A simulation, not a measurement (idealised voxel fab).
Process module heading - voxel double patterning
For reference, the cross-section in this document is cut, with width 245 nm and square cells of 5 nm.
A cross-section is a grid of square cells, given in bands from the top down. A band is one or more rows of cells. Band: top and bottom heights (nm) first, top before bottom; then materials from left to right, widths in nm. "throughout" marks a sole material filling the band edge to edge. "empty" denotes empty space. Zero point of the height axis is 0; under it, received wafer = one material. Lowest band: continues down indefinitely, "0 down". Read "30 to 40" as a graded width: first number on top, second number at the bottom, same change between each pair of neighbouring rows. It should be understood that the words "everything unchanged", when stated for a given step, signify that the cross-section underwent no change in any of its cells during that step. Closed-off voids of 8+ cells (no open route to the top) go in "Trapped cavities", written width x height at distance from the left edge, in nm. If you see something after the settings on a step's line, that's the simulator's own remark about that step. Steps that use a mask can have "overlay nm" on their line. It says how far the mask sat to the right of where it was meant to be. Negative means to the left.
The planned process steps are enumerated hereunder
1 op RECEIVE | material Si
2 op CONFORMAL_DEP | material SiN | thk nm 10
3 op DIRECTIONAL_DEP | material SiO2 | thk nm 15
4 op DIRECTIONAL_DEP | material SiCN | thk nm 10
5 op MASKED_ETCH | tone open | mask id FIRST | width nm 15 | pitch nm 50 | etch materials SiCN | depth nm 10 | overlay nm 0
6 op DIRECTIONAL_DEP | material aC | thk nm 10
7 op PATTERN | tone open | mask id SECOND | material resist | width nm 15 | pitch nm 50 | thk nm 30 | overlay nm 0
8 op DIRECTIONAL_ETCH | etch materials aC | depth nm 10
9 op STRIP | etch materials resist
10 op DIRECTIONAL_ETCH | etch materials SiCN | depth nm 10
11 op STRIP | etch materials aC
12 op DIRECTIONAL_ETCH | etch materials SiO2 | depth nm 15
13 op STRIP | etch materials SiCN
First of two wafers - as planned
So this is the incoming wafer in cross-section - it's already been through step 1
* 0 down = Si throughout
* Trapped cavities: none
Cross-section of the wafer subsequent to step 2
* 10 to 0 = SiN throughout
* Below 0, the layers are the same as they were.
Cross-section of the wafer subsequent to step 3
* 25 to 10 = SiO2 throughout
* Below 10, the layers are the same as they were.
Cross-section of the wafer subsequent to step 4
* 35 to 25 = SiCN throughout
* Below 25, the layers are the same as they were.
Cross-section of the wafer subsequent to step 5
* 35 to 25 = SiCN 65 / empty 15 / SiCN 35 / empty 15 / SiCN 35 / empty 15 / SiCN 65
* Below 25, the layers are the same as they were.
Cross-section of the wafer subsequent to step 6
* 45 to 35 = aC 65 / empty 15 / aC 35 / empty 15 / aC 35 / empty 15 / aC 65
* 35 to 25 = SiCN 65 / aC 15 / SiCN 35 / aC 15 / SiCN 35 / aC 15 / SiCN 65
* Below 25, the layers are the same as they were.
Cross-section of the wafer subsequent to step 7
* 75 to 45 = resist 90 / empty 15 / resist 35 / empty 15 / resist 90
* 45 to 35 = aC 65 / resist 15 / aC 35 / resist 15 / aC 35 / resist 15 / aC 65
* Below 35, the layers are the same as they were.
Cross-section of the wafer subsequent to step 8
* 65 to 45 = resist 90 / empty 15 / resist 35 / empty 15 / resist 90
* 45 to 35 = aC 65 / resist 15 / aC 10 / empty 15 / aC 10 / resist 15 / aC 10 / empty 15 / aC 10 / resist 15 / aC 65
* Below 35, the layers are the same as they were.
Cross-section of the wafer subsequent to step 9
* 45 to 35 = aC 65 / empty 15 / aC 10 / empty 15 / aC 10 / empty 15 / aC 10 / empty 15 / aC 10 / empty 15 / aC 65
* Below 35, the layers are the same as they were.
Cross-section of the wafer subsequent to step 10
* 45 to 35 = aC 65 / empty 15 / aC 10 / empty 15 / aC 10 / empty 15 / aC 10 / empty 15 / aC 10 / empty 15 / aC 65
* 35 to 25 = SiCN 65 / aC 15 / SiCN 10 / empty 15 / SiCN 10 / aC 15 / SiCN 10 / empty 15 / SiCN 10 / aC 15 / SiCN 65
* Below 25, the layers are the same as they were.
Cross-section of the wafer subsequent to step 11
* 35 to 25 = SiCN 65 / empty 15 / SiCN 10 / empty 15 / SiCN 10 / empty 15 / SiCN 10 / empty 15 / SiCN 10 / empty 15 / SiCN 65
* Below 25, the layers are the same as they were.
Cross-section of the wafer subsequent to step 12
* 35 to 25 = SiCN 65 / empty 15 / SiCN 10 / empty 15 / SiCN 10 / empty 15 / SiCN 10 / empty 15 / SiCN 10 / empty 15 / SiCN 65
* 25 to 10 = SiO2 65 / empty 15 / SiO2 10 / empty 15 / SiO2 10 / empty 15 / SiO2 10 / empty 15 / SiO2 10 / empty 15 / SiO2 65
* Below 10, the layers are the same as they were.
Cross-section of the wafer subsequent to step 13
* 25 to 10 = SiO2 65 / empty 15 / SiO2 10 / empty 15 / SiO2 10 / empty 15 / SiO2 10 / empty 15 / SiO2 10 / empty 15 / SiO2 65
* Below 10, the layers are the same as they were.
Wafer two. Identical start, identical plan. One mistake in execution. Identical history through step 1
Second wafer, sectioned view, at step 2's planned end time
* 15 to 0 = SiO2 throughout
* Below 0, the layers are the same as they were.
Second wafer, sectioned view, at step 3's planned end time
* 25 to 15 = SiN throughout
* Below 15, the layers are the same as they were.
Second wafer, sectioned view, at step 4's planned end time
* 35 to 25 = SiCN throughout
* Below 25, the layers are the same as they were.
Second wafer, sectioned view, at step 5's planned end time
* 35 to 25 = SiCN 65 / empty 15 / SiCN 35 / empty 15 / SiCN 35 / empty 15 / SiCN 65
* Below 25, the layers are the same as they were.
Second wafer, sectioned view, at step 6's planned end time
* 45 to 35 = aC 65 / empty 15 / aC 35 / empty 15 / aC 35 / empty 15 / aC 65
* 35 to 25 = SiCN 65 / aC 15 / SiCN 35 / aC 15 / SiCN 35 / aC 15 / SiCN 65
* Below 25, the layers are the same as they were.
Second wafer, sectioned view, at step 7's planned end time
* 75 to 45 = resist 90 / empty 15 / resist 35 / empty 15 / resist 90
* 45 to 35 = aC 65 / resist 15 / aC 35 / resist 15 / aC 35 / resist 15 / aC 65
* Below 35, the layers are the same as they were.
Second wafer, sectioned view, at step 8's planned end time
* 65 to 45 = resist 90 / empty 15 / resist 35 / empty 15 / resist 90
* 45 to 35 = aC 65 / resist 15 / aC 10 / empty 15 / aC 10 / resist 15 / aC 10 / empty 15 / aC 10 / resist 15 / aC 65
* Below 35, the layers are the same as they were.
Second wafer, sectioned view, at step 9's planned end time
* 45 to 35 = aC 65 / empty 15 / aC 10 / empty 15 / aC 10 / empty 15 / aC 10 / empty 15 / aC 10 / empty 15 / aC 65
* Below 35, the layers are the same as they were.
Second wafer, sectioned view, at step 10's planned end time
* 45 to 35 = aC 65 / empty 15 / aC 10 / empty 15 / aC 10 / empty 15 / aC 10 / empty 15 / aC 10 / empty 15 / aC 65
* 35 to 25 = SiCN 65 / aC 15 / SiCN 10 / empty 15 / SiCN 10 / aC 15 / SiCN 10 / empty 15 / SiCN 10 / aC 15 / SiCN 65
* Below 25, the layers are the same as they were.
Second wafer, sectioned view, at step 11's planned end time
* 35 to 25 = SiCN 65 / empty 15 / SiCN 10 / empty 15 / SiCN 10 / empty 15 / SiCN 10 / empty 15 / SiCN 10 / empty 15 / SiCN 65
* Below 25, the layers are the same as they were.
Second wafer, sectioned view, at step 12's planned end time: everything unchanged
Second wafer, sectioned view, at step 13's planned end time
* 25 to 15 = SiN throughout
* Below 15, the layers are the same as they were.
Heads up, the wafer didn't run the way we planned it: contrary to the plan, steps 2 and 3 were processed in exchanged order
Materials where the second wafer ends with more or fewer cells than the first: SiO2: 45 more
